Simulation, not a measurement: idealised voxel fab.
process module | voxel trench capacitor
cross-section cut | 225 nm wide | cells 5 nm
A cross-section is a grid of square cells, given in bands from the top down. A band is one or more rows of cells.
Each band's line starts with the height of the band's top and of its bottom, in nm. Then come its materials from left to right, each with its width in nm. One material with "throughout" fills the band from edge to edge. "air" is empty space.
Height 0 is the level under which the wafer as received is all one material. The lowest band goes on downwards, as in "0 down".
A width such as "30 to 40" changes by the same amount from each row of cells to the next, from the band's top row to its bottom row.
"no change" after a step means that no cell of the cross-section changed.
closed voids: empty space of 8 cells or more with no open way to the top, each as width x height at its distance from the left edge, in nm
after a step's settings: what the simulator itself notes on the step
overlay nm, on a step with a mask: how far to the right of its planned place the mask lay; to the left if negative
plan
1 op RECEIVE | material Si
2 op CONFORMAL_DEP | material SiN | thk nm 10
3 op MASKED_ETCH | tone open | mask id TRENCH | width nm 15 | pitch nm 45 | etch materials SiN | depth nm 10 | overlay nm 0
4 op MASKED_ETCH | tone open | mask id TRENCH | width nm 20 | pitch nm 45 | etch materials Si | depth nm 25 | overlay nm 0
5 op CONFORMAL_DEP | material SiO2 | thk nm 5
6 op FILL_DEP | material polySi | thk nm 5
7 op CMP | height nm 10
varied across the wafers: width nm of step 3. The plan shows the first wafer's value. All wafers start alike
first wafer as received, after step 1
  0 down: Si throughout
  closed voids: none
each wafer at the end: cells of each material gained (+) or lost (-) since it was received, then its closed voids
width nm 15 | -45 Si | +72 SiN | +45 SiO2 | +18 polySi | closed voids: none
width nm 20 | -60 Si | +66 SiN | +48 SiO2 | +36 polySi | closed voids: none
width nm 25 | -60 Si | +60 SiN | +51 SiO2 | +39 polySi | closed voids: none
width nm 30 | -60 Si | +54 SiN | +54 SiO2 | +42 polySi | closed voids: none
